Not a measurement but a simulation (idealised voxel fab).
process module | voxel gate over fins
cross-section cut | 255 nm wide | cells 5 nm
A cross-section is a grid of square cells, given in bands from the top down. A band is one or more rows of cells.
Each band's line starts with the height of the band's top and of its bottom, in nm. Then come its materials from left to right, each with its width in nm. One material with "throughout" fills the band from edge to edge. "air" is empty space.
Height 0 is the level under which the wafer as received is all one material. The lowest band goes on downwards, as in "0 down".
A width such as "30 to 40" changes by the same amount from each row of cells to the next, from the band's top row to its bottom row.
"no change" after a step means that no cell of the cross-section changed.
closed voids: empty space of 8 cells or more with no open way to the top, each as width x height at its distance from the left edge, in nm
after a step's settings: what the simulator itself notes on the step
overlay nm, on a step with a mask: how far to the right of its planned place the mask lay; to the left if negative
plan
1 op RECEIVE | material Si
2 op CONFORMAL_DEP | material SiN | thk nm 10
3 op DIRECTIONAL_DEP | material aC | thk nm 10
4 op PATTERN | tone cover | mask id FINS | material resist | width nm 15 | pitch nm 45 | thk nm 25 | overlay nm 0
5 op DIRECTIONAL_ETCH | etch materials aC | depth nm 10
6 op STRIP | etch materials resist
7 op DIRECTIONAL_ETCH | etch materials SiN | depth nm 10
8 op DIRECTIONAL_ETCH | etch materials Si | depth nm 40
9 op STRIP | etch materials aC
10 op FILL_DEP | material SiO2 | thk nm 5
11 op CMP | height nm 10
12 op SELECTIVE_ETCH | etch materials SiO2 | depth nm 25
13 op STRIP | etch materials SiN
14 op CONFORMAL_DEP | material HfO2 | thk nm 5
15 op CONFORMAL_DEP | material TiN | thk nm 5
16 op FILL_DEP | material W | thk nm 15
17 op CMP | height nm 20
18 op CONFORMAL_DEP | material SiN | thk nm 5
first wafer, as planned
as received, after step 1
  0 down: Si throughout
  closed voids: none
after step 2
  10 to 0: SiN throughout
  below 0: unchanged
after step 3
  20 to 10: aC throughout
  below 10: unchanged
after step 4
  45 to 20: air 75 | resist 15 | air 30 | resist 15 | air 30 | resist 15 | air 75
  below 20: unchanged
after step 5
  35 to 20: air 75 | resist 15 | air 30 | resist 15 | air 30 | resist 15 | air 75
  20 to 10: air 75 | aC 15 | air 30 | aC 15 | air 30 | aC 15 | air 75
  below 10: unchanged
after step 6
  20 to 10: air 75 | aC 15 | air 30 | aC 15 | air 30 | aC 15 | air 75
  below 10: unchanged
after step 7
  20 to 10: air 75 | aC 15 | air 30 | aC 15 | air 30 | aC 15 | air 75
  10 to 0: air 75 | SiN 15 | air 30 | SiN 15 | air 30 | SiN 15 | air 75
  below 0: unchanged
after step 8
  20 to 10: air 75 | aC 15 | air 30 | aC 15 | air 30 | aC 15 | air 75
  10 to 0: air 75 | SiN 15 | air 30 | SiN 15 | air 30 | SiN 15 | air 75
  0 to -40: air 75 | Si 15 | air 30 | Si 15 | air 30 | Si 15 | air 75
  below -40: unchanged
after step 9
  10 to 0: air 75 | SiN 15 | air 30 | SiN 15 | air 30 | SiN 15 | air 75
  below 0: unchanged
after step 10
  15 to 10: SiO2 throughout
  10 to 0: SiO2 75 | SiN 15 | SiO2 30 | SiN 15 | SiO2 30 | SiN 15 | SiO2 75
  0 to -40: SiO2 75 | Si 15 | SiO2 30 | Si 15 | SiO2 30 | Si 15 | SiO2 75
  below -40: unchanged
after step 11
  10 to 0: SiO2 75 | SiN 15 | SiO2 30 | SiN 15 | SiO2 30 | SiN 15 | SiO2 75
  below 0: unchanged
after step 12
  10 to 0: air 75 | SiN 15 | air 30 | SiN 15 | air 30 | SiN 15 | air 75
  0 to -15: air 75 | Si 15 | air 30 | Si 15 | air 30 | Si 15 | air 75
  below -15: unchanged
after step 13
  0 to -15: air 75 | Si 15 | air 30 | Si 15 | air 30 | Si 15 | air 75
  below -15: unchanged
after step 14
  5 to 0: air 70 | HfO2 25 | air 20 | HfO2 25 | air 20 | HfO2 25 | air 70
  0 to -10: air 70 | HfO2 5 | Si 15 | HfO2 5 | air 20 | HfO2 5 | Si 15 | HfO2 5 | air 20 | HfO2 5 | Si 15 | HfO2 5 | air 70
  -10 to -15: HfO2 75 | Si 15 | HfO2 30 | Si 15 | HfO2 30 | Si 15 | HfO2 75
  below -15: unchanged
after step 15
  10 to 5: air 65 | TiN 35 | air 10 | TiN 35 | air 10 | TiN 35 | air 65
  5 to 0: air 65 | TiN 5 | HfO2 25 | TiN 5 | air 10 | TiN 5 | HfO2 25 | TiN 5 | air 10 | TiN 5 | HfO2 25 | TiN 5 | air 65
  0 to -5: air 65 | TiN 5 | HfO2 5 | Si 15 | HfO2 5 | TiN 5 | air 10 | TiN 5 | HfO2 5 | Si 15 | HfO2 5 | TiN 5 | air 10 | TiN 5 | HfO2 5 | Si 15 | HfO2 5 | TiN 5 | air 65
  -5 to -10: TiN 70 | HfO2 5 | Si 15 | HfO2 5 | TiN 20 | HfO2 5 | Si 15 | HfO2 5 | TiN 20 | HfO2 5 | Si 15 | HfO2 5 | TiN 70
  below -10: unchanged
after step 16
  25 to 10: W throughout
  10 to 5: W 65 | TiN 35 | W 10 | TiN 35 | W 10 | TiN 35 | W 65
  5 to 0: W 65 | TiN 5 | HfO2 25 | TiN 5 | W 10 | TiN 5 | HfO2 25 | TiN 5 | W 10 | TiN 5 | HfO2 25 | TiN 5 | W 65
  0 to -5: W 65 | TiN 5 | HfO2 5 | Si 15 | HfO2 5 | TiN 5 | W 10 | TiN 5 | HfO2 5 | Si 15 | HfO2 5 | TiN 5 | W 10 | TiN 5 | HfO2 5 | Si 15 | HfO2 5 | TiN 5 | W 65
  below -5: unchanged
after step 17
  20 to 10: W throughout
  below 10: unchanged
after step 18
  25 to 20: SiN throughout
  below 20: unchanged
second wafer: like start, like plan, one mistake. Through step 8 it matches the first wafer
when step 9 should have ended
  10 to 0: air 75 | SiN 15 | air 30 | SiN 15 | air 30 | SiN 15 | air 75
  below 0: unchanged
when step 10 should have ended
  15 to 10: SiO2 throughout
  10 to 0: SiO2 75 | SiN 15 | SiO2 30 | SiN 15 | SiO2 30 | SiN 15 | SiO2 75
  0 to -40: SiO2 75 | Si 15 | SiO2 30 | Si 15 | SiO2 30 | Si 15 | SiO2 75
  below -40: unchanged
when step 11 should have ended
  10 to 0: SiO2 75 | SiN 15 | SiO2 30 | SiN 15 | SiO2 30 | SiN 15 | SiO2 75
  below 0: unchanged
when step 12 should have ended
  10 to 0: air 75 | SiN 15 | air 30 | SiN 15 | air 30 | SiN 15 | air 75
  0 to -15: air 75 | Si 15 | air 30 | Si 15 | air 30 | Si 15 | air 75
  below -15: unchanged
when step 13 should have ended
  0 to -15: air 75 | Si 15 | air 30 | Si 15 | air 30 | Si 15 | air 75
  below -15: unchanged
when step 14 should have ended
  5 to 0: air 70 | HfO2 25 | air 20 | HfO2 25 | air 20 | HfO2 25 | air 70
  0 to -10: air 70 | HfO2 5 | Si 15 | HfO2 5 | air 20 | HfO2 5 | Si 15 | HfO2 5 | air 20 | HfO2 5 | Si 15 | HfO2 5 | air 70
  -10 to -15: HfO2 75 | Si 15 | HfO2 30 | Si 15 | HfO2 30 | Si 15 | HfO2 75
  below -15: unchanged
when step 15 should have ended
  10 to 5: air 65 | TiN 35 | air 10 | TiN 35 | air 10 | TiN 35 | air 65
  5 to 0: air 65 | TiN 5 | HfO2 25 | TiN 5 | air 10 | TiN 5 | HfO2 25 | TiN 5 | air 10 | TiN 5 | HfO2 25 | TiN 5 | air 65
  0 to -5: air 65 | TiN 5 | HfO2 5 | Si 15 | HfO2 5 | TiN 5 | air 10 | TiN 5 | HfO2 5 | Si 15 | HfO2 5 | TiN 5 | air 10 | TiN 5 | HfO2 5 | Si 15 | HfO2 5 | TiN 5 | air 65
  -5 to -10: TiN 70 | HfO2 5 | Si 15 | HfO2 5 | TiN 20 | HfO2 5 | Si 15 | HfO2 5 | TiN 20 | HfO2 5 | Si 15 | HfO2 5 | TiN 70
  below -10: unchanged
when step 16 should have ended
  25 to 10: W throughout
  10 to 5: W 65 | TiN 35 | W 10 | TiN 35 | W 10 | TiN 35 | W 65
  5 to 0: W 65 | TiN 5 | HfO2 25 | TiN 5 | W 10 | TiN 5 | HfO2 25 | TiN 5 | W 10 | TiN 5 | HfO2 25 | TiN 5 | W 65
  0 to -5: W 65 | TiN 5 | HfO2 5 | Si 15 | HfO2 5 | TiN 5 | W 10 | TiN 5 | HfO2 5 | Si 15 | HfO2 5 | TiN 5 | W 10 | TiN 5 | HfO2 5 | Si 15 | HfO2 5 | TiN 5 | W 65
  below -5: unchanged
when step 17 should have ended
  20 to 10: W throughout
  below 10: unchanged
when step 18 should have ended
  25 to 20: SiN throughout
  below 20: unchanged
what went wrong: step 9 was run twice
at the end the two cross-sections are the same: no effect in what this model computes
